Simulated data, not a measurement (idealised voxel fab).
Process module under the name voxel wiring stack
Section cut is 240 nm wide and gridded with 5 nm square cells.
We lay out every cross-section as a grid of square cells and spell it out in bands from the top down, where one band means one or more rows of cells.
Look at the band entry: it leads with the top's height and the bottom's height in nm. Then it lists the materials left to right, with a width in nm for each. The word "full width" on a single material says that material fills the band edge to edge. The word "empty" is empty space.
Ref level 0: as-received wafer is one material below here. Bottom band extends down with no lower bound ("0 nm and below").
Top row gets the first number, bottom row gets the second, and each row in between changes by the same step: that is how a band width like "30 to 40" works.
Step note "identical to before" = no cross-section cell changed.
Look at "Closed cavities" for the closed voids: empty spaces with no open path to the top, sized 8 cells or up. Each is width x height at distance, distance from the left edge, all nm.
Text after the settings on a step's line: the simulator's own remark on that step.
overlay nm: mask offset rightward from planned place, masked step; negative means leftward offset.
The following list gives the planned process steps
| 1 | RECEIVE (material Si) |
| 2 | CONFORMAL_DEP (material SiO2; thk nm 10) |
| 3 | DIRECTIONAL_DEP (material TiN; thk nm 5) |
| 4 | DIRECTIONAL_DEP (material Ru; thk nm 15) |
| 5 | DIRECTIONAL_DEP (material aC; thk nm 10) |
| 6 | PATTERN (tone cover; mask id METAL_1; material resist; width nm 20; pitch nm 50; thk nm 30; overlay nm 0) |
| 7 | DIRECTIONAL_ETCH (etch materials aC; depth nm 10) |
| 8 | STRIP (etch materials resist) |
| 9 | DIRECTIONAL_ETCH (etch materials Ru; depth nm 15) |
| 10 | DIRECTIONAL_ETCH (etch materials TiN; depth nm 5) |
| 11 | STRIP (etch materials aC) |
| 12 | CONFORMAL_DEP (material SiN; thk nm 5) |
| 13 | FILL_DEP (material SiO2; thk nm 10) |
| 14 | CMP (height nm 30) |
| 15 | CONFORMAL_DEP (material SiCN; thk nm 5) |
| 16 | DIRECTIONAL_DEP (material lowk; thk nm 10) |
| 17 | PATTERN (tone open; mask id PLUG_1; material resist; width nm 15; pitch nm 50; thk nm 15; overlay nm 0) |
| 18 | DIRECTIONAL_ETCH (etch materials lowk; depth nm 10) |
| 19 | DIRECTIONAL_ETCH (etch materials SiCN; depth nm 5) |
| 20 | STRIP (etch materials resist) |
| 21 | EPI (material Ru; thk nm 10) |
| 22 | EPI (material Ru; thk nm 5) |
| 23 | CONFORMAL_DEP (material SiN; thk nm 5) |
| 24 | DIRECTIONAL_DEP (material SiO2; thk nm 20) |
| 25 | PATTERN (tone open; mask id METAL_2; material resist; width nm 20; pitch nm 50; thk nm 15; overlay nm 0) |
| 26 | DIRECTIONAL_ETCH (etch materials SiO2; depth nm 20) |
| 27 | DIRECTIONAL_ETCH (etch materials SiN; depth nm 5) |
| 28 | STRIP (etch materials resist) |
| 29 | CONFORMAL_DEP (material TiN; thk nm 5) |
| 30 | FILL_DEP (material Cu; thk nm 5) |
| 31 | CMP (height nm 70) |
| 32 | EPI (material Ru; thk nm 5) |
| 33 | FILL_DEP (material SiCN; thk nm 5) |
| 34 | DIRECTIONAL_DEP (material SiO2; thk nm 15) |
| 35 | MASKED_ETCH (tone open; mask id PLUG_2; width nm 15; pitch nm 50; etch materials SiO2; depth nm 15; overlay nm 0) |
| 36 | MASKED_ETCH (tone open; mask id PLUG_2; width nm 15; pitch nm 50; etch materials SiCN; depth nm 5; overlay nm 0) |
| 37 | EPI (material Ru; thk nm 10) |
| 38 | EPI (material Ru; thk nm 10) |
| 39 | DIRECTIONAL_DEP (material TiN; thk nm 5) |
| 40 | DIRECTIONAL_DEP (material Ru; thk nm 25) |
| 41 | MASKED_ETCH (tone cover; mask id METAL_3; width nm 20; pitch nm 50; etch materials Ru; depth nm 25; overlay nm 0) |
| 42 | MASKED_ETCH (tone cover; mask id METAL_3; width nm 20; pitch nm 50; etch materials TiN; depth nm 5; overlay nm 0) |
| 43 | FILL_DEP (material lowk; thk nm 5) |
| 44 | CMP (height nm 125) |
| 45 | CONFORMAL_DEP (material SiN; thk nm 5) |
Cross-section of the incoming wafer, state after step 1
  0 nm and below: Si full width
  Closed cavities: none
The first of the two wafers as seen in cross-section once the module was finished; processing followed the plan
  130 nm to 125 nm: SiN full width
  125 nm to 100 nm: 60 nm lowk  20 nm Ru  30 nm lowk  20 nm Ru  30 nm lowk  20 nm Ru  60 nm lowk
  100 nm to 95 nm: 60 nm lowk  20 nm TiN  30 nm lowk  20 nm TiN  30 nm lowk  20 nm TiN  60 nm lowk
  95 nm to 80 nm: 60 nm SiO2  15 nm Ru  35 nm SiO2  15 nm Ru  35 nm SiO2  15 nm Ru  65 nm SiO2
  80 nm to 70 nm: 60 to 55 nm SiCN  15 to 30 nm Ru  35 to 20 nm SiCN  15 to 30 nm Ru  35 to 20 nm SiCN  15 to 30 nm Ru  65 to 55 nm SiCN
  70 nm to 50 nm: 60 nm SiO2  5 nm TiN  10 nm Cu  5 nm TiN  30 nm SiO2  5 nm TiN  10 nm Cu  5 nm TiN  30 nm SiO2  5 nm TiN  10 nm Cu  5 nm TiN  60 nm SiO2
  50 nm to 45 nm: 60 nm SiN  20 nm TiN  30 nm SiN  20 nm TiN  30 nm SiN  20 nm TiN  60 nm SiN
  45 nm to 35 nm: 60 nm lowk  15 nm Ru  35 nm lowk  15 nm Ru  35 nm lowk  15 nm Ru  65 nm lowk
  35 nm to 30 nm: 60 nm SiCN  15 nm Ru  35 nm SiCN  15 nm Ru  35 nm SiCN  15 nm Ru  65 nm SiCN
  30 nm to 15 nm: 55 nm SiO2  5 nm SiN  20 nm Ru  5 nm SiN  20 nm SiO2  5 nm SiN  20 nm Ru  5 nm SiN  20 nm SiO2  5 nm SiN  20 nm Ru  5 nm SiN  55 nm SiO2
  15 nm to 10 nm: 60 nm SiN  20 nm TiN  30 nm SiN  20 nm TiN  30 nm SiN  20 nm TiN  60 nm SiN
  10 nm to 0 nm: SiO2 full width
  0 nm and below: Si full width
  Closed cavities: none
Second wafer through the module, sectioned at the end: same beginning and same plan as the first wafer, with one mistake in carrying it out
  130 nm to 125 nm: SiN full width
  125 nm to 100 nm: 60 nm lowk  20 nm Ru  30 nm lowk  20 nm Ru  30 nm lowk  20 nm Ru  60 nm lowk
  100 nm to 95 nm: 60 nm lowk  20 nm TiN  30 nm lowk  20 nm TiN  30 nm lowk  20 nm TiN  60 nm lowk
  95 nm to 80 nm: 60 nm SiO2  15 nm Ru  35 nm SiO2  15 nm Ru  35 nm SiO2  15 nm Ru  65 nm SiO2
  80 nm to 75 nm: 60 nm SiCN  15 nm Ru  35 nm SiCN  15 nm Ru  35 nm SiCN  15 nm Ru  65 nm SiCN
  75 nm to 70 nm: 85 nm Ru  10 nm SiCN  40 nm Ru  10 nm SiCN  40 nm Ru  10 nm SiCN  45 nm Ru
  70 nm to 60 nm: 50 nm Cu  5 nm TiN  5 nm SiO2  5 nm TiN  10 nm Cu  5 nm TiN  20 nm SiO2  5 nm TiN  5 nm SiO2  5 nm TiN  10 nm Cu  5 nm TiN  20 nm SiO2  5 nm TiN  5 nm SiO2  5 nm TiN  10 nm Cu  5 nm TiN  20 nm SiO2  5 nm TiN  35 nm Cu
  60 nm to 55 nm: 55 nm TiN  5 nm SiO2  5 nm TiN  10 nm Cu  5 nm TiN  20 nm SiO2  5 nm TiN  5 nm SiO2  5 nm TiN  10 nm Cu  5 nm TiN  20 nm SiO2  5 nm TiN  5 nm SiO2  5 nm TiN  10 nm Cu  5 nm TiN  20 nm SiO2  40 nm TiN
  55 nm to 50 nm: 60 nm SiO2  5 nm TiN  10 nm Cu  5 nm TiN  30 nm SiO2  5 nm TiN  10 nm Cu  5 nm TiN  30 nm SiO2  5 nm TiN  10 nm Cu  5 nm TiN  60 nm SiO2
  50 nm to 45 nm: 55 nm SiO2  5 nm SiN  20 nm TiN  20 nm SiN  5 nm SiO2  5 nm SiN  20 nm TiN  20 nm SiN  5 nm SiO2  5 nm SiN  20 nm TiN  20 nm SiN  40 nm SiO2
  45 nm to 35 nm: 55 nm SiO2  5 nm SiN  15 nm lowk  20 nm Ru  5 nm SiN  5 nm SiO2  5 nm SiN  15 nm lowk  20 nm Ru  5 nm SiN  5 nm SiO2  5 nm SiN  15 nm lowk  20 nm Ru  5 nm SiN  40 nm SiO2
  35 nm to 30 nm: 60 nm SiN  15 nm SiCN  20 nm Ru  15 nm SiN  15 nm SiCN  20 nm Ru  15 nm SiN  15 nm SiCN  20 nm Ru  45 nm SiN
  30 nm to 15 nm: 55 nm SiO2  5 nm SiN  20 nm Ru  5 nm SiN  20 nm SiO2  5 nm SiN  20 nm Ru  5 nm SiN  20 nm SiO2  5 nm SiN  20 nm Ru  5 nm SiN  55 nm SiO2
  15 nm to 10 nm: 60 nm SiN  20 nm TiN  30 nm SiN  20 nm TiN  30 nm SiN  20 nm TiN  60 nm SiN
  10 nm to 0 nm: SiO2 full width
  0 nm and below: Si full width
  Closed cavities: none
Finding, execution versus plan: step 17 deviated from plan and actually ran as PATTERN (tone cover; mask id PLUG_1; material resist; width nm 15; pitch nm 50; thk nm 15; overlay nm 0)
End of process, cell counts, second wafer against first, materials with more or fewer: Cu: 34 more, Ru: 33 more, SiCN: 54 fewer, SiN: 18 more, TiN: 29 more, lowk: 60 fewer
